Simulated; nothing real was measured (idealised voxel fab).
The document below concerns the process module designated voxel self aligned vias.
Cross-sectional view cut (width: 215 nm; square cell size: 5 nm).
Cross-section = grid of square cells, listed top down in bands; band = one or more rows. The entry gives the band's vertical extent as a top height and a bottom height in nm, then its horizontal make-up as materials from left to right, each with a width in nm. "air" stands for empty space; a single material marked "everywhere" fills the band edge to edge. All heights in this document are referenced to 0, defined as the level beneath which the wafer, as received, consists entirely of one material. The lowest band is not bounded below; it extends indefinitely downward and is written in the form "from 0 down". The notation "30 to 40" denotes a width that varies across the rows of cells in the band, beginning at the first number in the top row, finishing at the second number in the bottom row, and changing by an identical amount from each row to the next. What does "no change occurred" mean for a step? It means no cell of the cross-section changed in that step. Empty spaces counting at least 8 cells and having no open way to the top are listed in "Enclosed internal cavities". The notation width x height at distance is used for each, the distance being from the left edge and all three values in nm. On a step's line, text after the settings is the simulator commenting on that step. overlay nm, on a step with a mask: how far to the right of its planned place the mask lay; to the left if negative.
The steps planned for the process are as follows:
step 1: RECEIVE, material Si
step 2: CONFORMAL_DEP, material SiO2, thk nm 10
step 3: CONFORMAL_DEP, material SiCN, thk nm 5
step 4: DIRECTIONAL_DEP, material lowk, thk nm 30
step 5: MASKED_ETCH, tone open, mask id LINES, width nm 25, pitch nm 50, etch materials lowk, depth nm 30, overlay nm -15
step 6: CONFORMAL_DEP, material TiN, thk nm 5
step 7: FILL_DEP, material Ru, thk nm 5
step 8: CMP, height nm 45
step 9: SELECTIVE_ETCH, etch materials W Ru TiN, depth nm 5
step 10: FILL_DEP, material SiN, thk nm 10
step 11: CMP, height nm 45
step 12: DIRECTIONAL_DEP, material lowk, thk nm 15
step 13: PATTERN, tone open, mask id VIAS, material resist, width nm 35, thk nm 15, overlay nm 0
step 14: DIRECTIONAL_ETCH, etch materials lowk, depth nm 15
step 15: DIRECTIONAL_ETCH, etch materials SiN, depth nm 5
step 16: STRIP, etch materials resist
step 17: CONFORMAL_DEP, material TiN, thk nm 5
step 18: FILL_DEP, material Cu, thk nm 10
step 19: CMP, height nm 60
step 20: CONFORMAL_DEP, material SiCN, thk nm 5
Be aware that, although all wafers share a common starting state, the overlay nm at step 5 differs among them, and the plan displays the first wafer's value.
Cross-section, first of several wafers, as delivered after step 1:
  from 0 down = Si everywhere
  Enclosed internal cavities: none
Once step 20, the last step, is complete, the module is at its end; this is the cross-section of the first of several wafers:
  from 65 to 60 = SiCN everywhere
  from 60 to 50 = lowk=65; TiN=5; Cu=25; TiN=5; lowk=115
  from 50 to 45 = lowk=65; TiN=5; Cu=5; TiN=25; lowk=115
  from 45 to 40 = lowk=55; SiN=10; TiN=15; lowk=25; SiN=25; lowk=85
  from 40 to 20 = lowk=55; TiN=5; Ru=15; TiN=5; lowk=25; TiN=5; Ru=15; TiN=5; lowk=85
  from 20 to 15 = lowk=55; TiN=25; lowk=25; TiN=25; lowk=85
  from 15 to 10 = SiCN everywhere
  from 10 to 0 = SiO2 everywhere
  from 0 down = Si everywhere
  Enclosed internal cavities: none
Last wafer, end of module, cross-section:
  from 65 to 60 = SiCN everywhere
  from 60 to 50 = lowk=65; TiN=5; Cu=25; TiN=5; lowk=115
  from 50 to 45 = lowk=65; TiN=25; Cu=5; TiN=5; lowk=115
  from 45 to 40 = lowk=85; TiN=15; SiN=10; lowk=25; SiN=25; lowk=55
  from 40 to 20 = lowk=85; TiN=5; Ru=15; TiN=5; lowk=25; TiN=5; Ru=15; TiN=5; lowk=55
  from 20 to 15 = lowk=85; TiN=25; lowk=25; TiN=25; lowk=55
  from 15 to 10 = SiCN everywhere
  from 10 to 0 = SiO2 everywhere
  from 0 down = Si everywhere
  Enclosed internal cavities: none
Each row below is a wafer at the end of the module, listing for every material the number of cells it has gained (+) or lost (-) since it was received, followed by its closed voids:
overlay nm -15; +11 Cu; +24 Ru; +86 SiCN; +7 SiN; +86 SiO2; +39 TiN; +306 lowk; Enclosed internal cavities: none
overlay nm -10; +12 Cu; +24 Ru; +86 SiCN; +6 SiN; +86 SiO2; +39 TiN; +306 lowk; Enclosed internal cavities: none
overlay nm -5; +13 Cu; +24 Ru; +86 SiCN; +5 SiN; +86 SiO2; +39 TiN; +306 lowk; Enclosed internal cavities: none
overlay nm 0; +13 Cu; +24 Ru; +86 SiCN; +5 SiN; +86 SiO2; +39 TiN; +306 lowk; Enclosed internal cavities: none
overlay nm 5; +13 Cu; +24 Ru; +86 SiCN; +5 SiN; +86 SiO2; +39 TiN; +306 lowk; Enclosed internal cavities: none
overlay nm 10; +12 Cu; +24 Ru; +86 SiCN; +6 SiN; +86 SiO2; +39 TiN; +306 lowk; Enclosed internal cavities: none
overlay nm 15; +11 Cu; +24 Ru; +86 SiCN; +7 SiN; +86 SiO2; +39 TiN; +306 lowk; Enclosed internal cavities: none
